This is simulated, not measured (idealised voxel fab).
Process module under the name voxel self aligned vias
For reference, the cross-section in this document is cut, with width 295 nm and square cells of 5 nm.
Cross-sections here: square-cell grids, written as top-down lists of bands, a band being one or more rows of cells.
Read a band's entry like this: the first values are the height of its top and the height of its bottom in nm, and what follows is the sequence of materials from left to right, each with its width in nm. Note that "empty" is empty space, and that a single material marked "full width" reaches across the band from edge to edge.
Beneath 0, the wafer as received is one material, and that level is where height counting begins. The lowest band goes on downward without a bottom; it is written like "top 0, no bottom".
A width such as "30 to 40" changes by the same amount from each row of cells to the next, from the band's top row to its bottom row.
"nothing was modified" after a step means that no cell of the cross-section changed.
Reported under the label "Trapped voids" are the empty spaces having no open way to the top and comprising 8 cells or more; the notation for each is width x height at distance, in which the distance is measured from the left edge and all three values are in nm.
Heads up: the bit after the settings on a step's line is the simulator's remark on that step.
"overlay nm" denotes, for a step that has a mask, the displacement of the mask to the right of its planned place, with negative values corresponding to the left.

Planned process steps:
| 1 | op RECEIVE | material Si |
| 2 | op CONFORMAL_DEP | material SiO2 | thk nm 15 |
| 3 | op CONFORMAL_DEP | material SiCN | thk nm 5 |
| 4 | op DIRECTIONAL_DEP | material SiO2 | thk nm 20 |
| 5 | op PATTERN | tone open | mask id LINES | material resist | width nm 20 | pitch nm 60 | thk nm 15 | overlay nm 0 |
| 6 | op DIRECTIONAL_ETCH | etch materials SiO2 | depth nm 20 |
| 7 | op STRIP | etch materials resist |
| 8 | op CONFORMAL_DEP | material TiN | thk nm 5 |
| 9 | op FILL_DEP | material Ru | thk nm 5 |
| 10 | op CMP | height nm 40 |
| 11 | op SELECTIVE_ETCH | etch materials W Ru TiN | depth nm 5 |
| 12 | op FILL_DEP | material SiN | thk nm 5 |
| 13 | op CMP | height nm 40 |
| 14 | op DIRECTIONAL_DEP | material SiO2 | thk nm 20 |
| 15 | op PATTERN | tone open | mask id VIAS | material resist | width nm 30 | pitch nm 60 | thk nm 20 | overlay nm 0 |
| 16 | op DIRECTIONAL_ETCH | etch materials SiO2 | depth nm 20 |
| 17 | op DIRECTIONAL_ETCH | etch materials SiN | depth nm 5 |
| 18 | op STRIP | etch materials resist |
| 19 | op CONFORMAL_DEP | material TiN | thk nm 5 |
| 20 | op FILL_DEP | material Cu | thk nm 10 |
| 21 | op CMP | height nm 60 |
| 22 | op CONFORMAL_DEP | material SiN | thk nm 5 |

As received (post step 1): cross-section:
top 0, no bottom: Si full width
Trapped voids: none

End state of the module in cross-section, given the above starting point and plan and one mistake in execution:
top 65, bottom 60: SiN full width
top 60, bottom 40: 70 of SiO2 | 5 of TiN | 20 of Cu | 5 of TiN | 30 of SiO2 | 5 of TiN | 20 of Cu | 5 of TiN | 30 of SiO2 | 5 of TiN | 20 of Cu | 5 of TiN | 75 of SiO2
top 40, bottom 35: 70 of SiN | 30 of TiN | 30 of SiN | 30 of TiN | 30 of SiN | 30 of TiN | 75 of SiN
top 35, bottom 30: 80 of TiN | 10 of Ru | 50 of TiN | 10 of Ru | 50 of TiN | 10 of Ru | 85 of TiN
top 30, bottom 15: 75 of SiO2 | 5 of TiN | 10 of Ru | 5 of TiN | 40 of SiO2 | 5 of TiN | 10 of Ru | 5 of TiN | 40 of SiO2 | 5 of TiN | 10 of Ru | 5 of TiN | 80 of SiO2
top 15, bottom 10: 75 of SiO2 | 20 of TiN | 40 of SiO2 | 20 of TiN | 40 of SiO2 | 20 of TiN | 80 of SiO2
top 10, bottom 5: SiCN full width
top 5, bottom 0: SiO2 full width
top 0, no bottom: Si full width
Trapped voids: none
Here's what went sideways: for step 2, the planned setting was not used; the step was instead run as op CONFORMAL_DEP | material SiO2 | thk nm 5
